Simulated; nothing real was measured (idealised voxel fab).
A process module follows: voxel gate over fins.
cross-section cut | 195 nm wide | cells 5 nm
Throughout this document, each cross-section is represented as a grid of square cells and is presented as a sequence of bands enumerated from the top downward, where a band comprises one or more rows of cells. For a band, the entry starts with two heights in nm, that of the top and then that of the bottom, and carries on with the band's materials in order from left to right, each alongside its width in nm; the word "all across" beside a single material means it fills the band edge to edge, and "blank" means empty space. Heads up on the height convention: 0 is the point under which the incoming wafer is all one material, and the lowest band has no bottom, it just keeps going down, like "from 0 down". The two numbers in a width such as "30->40" mark its ends across the band: the first belongs to the top row of cells, the second to the bottom row, and from each row to the next the width moves by the same amount. It should be understood that the words "nothing altered", when stated for a given step, signify that the cross-section underwent no change in any of its cells during that step. Listed in "Enclosed voids": every empty space of 8 or more cells without an open way to the top. Form: width x height at distance, the distance being from the left edge, all in nm. Read whatever lies past the settings on a step's line as the simulator's own remark about the step. overlay nm: step with mask; distance mask lay right of planned place; negative value = left of planned place.
**Listed below are the process steps as planned**
1: RECEIVE (material Si)
2: CONFORMAL_DEP (material SiN; thk nm 5)
3: PATTERN (tone cover; mask id FINS; material resist; width nm 15; pitch nm 40; thk nm 15; overlay nm 0)
4: DIRECTIONAL_ETCH (etch materials SiN; depth nm 5)
5: DIRECTIONAL_ETCH (etch materials Si; depth nm 40)
6: STRIP (etch materials resist)
7: FILL_DEP (material SiO2; thk nm 10)
8: CMP (height nm 5)
9: SELECTIVE_ETCH (etch materials SiO2; depth nm 20)
10: STRIP (etch materials SiN)
11: CONFORMAL_DEP (material HfO2; thk nm 5)
12: CONFORMAL_DEP (material TiN; thk nm 5)
13: CONFORMAL_DEP (material TiAl; thk nm 5)
14: CONFORMAL_DEP (material TiN; thk nm 5)
15: FILL_DEP (material W; thk nm 15)
16: CMP (height nm 30)
17: CONFORMAL_DEP (material SiN; thk nm 5)
Among the wafers covered here, the point of difference is the width nm at step 3; their starting state is shared, and the plan presents the value of the first wafer.
**Cross-section, first of several wafers, as delivered after step 1**
- from 0 down = Si all across
- Enclosed voids: none
**Wafer cross-section (first of several) - module end, post step 17 (last step)**
- from 35 to 30 = SiN all across
- from 30 to 20 = W all across
- from 20 to 15 = W 30 nm, TiN 135 nm, W 30 nm
- from 15 to 10 = W 30 nm, TiN 5 nm, TiAl 125 nm, TiN 5 nm, W 30 nm
- from 10 to 5 = W 30 nm, TiN 5 nm, TiAl 5 nm, TiN 35 nm, TiAl 5 nm, TiN 35 nm, TiAl 5 nm, TiN 35 nm, TiAl 5 nm, TiN 5 nm, W 30 nm
- from 5 to 0 = TiN 35 nm, TiAl 5 nm, TiN 5 nm, HfO2 25 nm, TiN 5 nm, TiAl 5 nm, TiN 5 nm, HfO2 25 nm, TiN 5 nm, TiAl 5 nm, TiN 5 nm, HfO2 25 nm, TiN 5 nm, TiAl 5 nm, TiN 35 nm
- from 0 to -5 = TiAl 40 nm, TiN 5 nm, HfO2 5 nm, Si 15 nm, HfO2 5 nm, TiN 5 nm, TiAl 5 nm, TiN 5 nm, HfO2 5 nm, Si 15 nm, HfO2 5 nm, TiN 5 nm, TiAl 5 nm, TiN 5 nm, HfO2 5 nm, Si 15 nm, HfO2 5 nm, TiN 5 nm, TiAl 40 nm
- from -5 to -10 = TiN 45 nm, HfO2 5 nm, Si 15 nm, HfO2 5 nm, TiN 15 nm, HfO2 5 nm, Si 15 nm, HfO2 5 nm, TiN 15 nm, HfO2 5 nm, Si 15 nm, HfO2 5 nm, TiN 45 nm
- from -10 to -15 = HfO2 50 nm, Si 15 nm, HfO2 25 nm, Si 15 nm, HfO2 25 nm, Si 15 nm, HfO2 50 nm
- from -15 to -40 = SiO2 50 nm, Si 15 nm, SiO2 25 nm, Si 15 nm, SiO2 25 nm, Si 15 nm, SiO2 50 nm
- from -40 down = Si all across
- Enclosed voids: none
**The module's end: a cross-section of the last wafer**
- from 35 to 30 = SiN all across
- from 30 to 20 = W all across
- from 20 to 15 = W 25 nm, TiN 145 nm, W 25 nm
- from 15 to 10 = W 25 nm, TiN 5 nm, TiAl 135 nm, TiN 5 nm, W 25 nm
- from 10 to 5 = W 25 nm, TiN 5 nm, TiAl 5 nm, TiN 125 nm, TiAl 5 nm, TiN 5 nm, W 25 nm
- from 5 to 0 = TiN 30 nm, TiAl 5 nm, TiN 5 nm, HfO2 35 nm, TiN 5 nm, HfO2 35 nm, TiN 5 nm, HfO2 35 nm, TiN 5 nm, TiAl 5 nm, TiN 30 nm
- from 0 to -5 = TiAl 35 nm, TiN 5 nm, HfO2 5 nm, Si 25 nm, HfO2 5 nm, TiN 5 nm, HfO2 5 nm, Si 25 nm, HfO2 5 nm, TiN 5 nm, HfO2 5 nm, Si 25 nm, HfO2 5 nm, TiN 5 nm, TiAl 35 nm
- from -5 to -10 = TiN 40 nm, HfO2 5 nm, Si 25 nm, HfO2 5 nm, TiN 5 nm, HfO2 5 nm, Si 25 nm, HfO2 5 nm, TiN 5 nm, HfO2 5 nm, Si 25 nm, HfO2 5 nm, TiN 40 nm
- from -10 to -15 = HfO2 45 nm, Si 25 nm, HfO2 15 nm, Si 25 nm, HfO2 15 nm, Si 25 nm, HfO2 45 nm
- from -15 to -40 = SiO2 45 nm, Si 25 nm, SiO2 15 nm, Si 25 nm, SiO2 15 nm, Si 25 nm, SiO2 45 nm
- from -40 down = Si all across
- Enclosed voids: none
**Tabulated below, wafer by wafer, are the end-of-module results: for each material, the number of cells gained (+) or lost (-) relative to the as-received state, followed by the closed voids**
width nm 15; +57 HfO2; -240 Si; +39 SiN; +150 SiO2; +51 TiAl; +102 TiN; +114 W; Enclosed voids: none
width nm 20; +57 HfO2; -216 Si; +39 SiN; +135 SiO2; +45 TiAl; +102 TiN; +111 W; Enclosed voids: none
width nm 25; +57 HfO2; -192 Si; +39 SiN; +120 SiO2; +45 TiAl; +96 TiN; +108 W; Enclosed voids: none
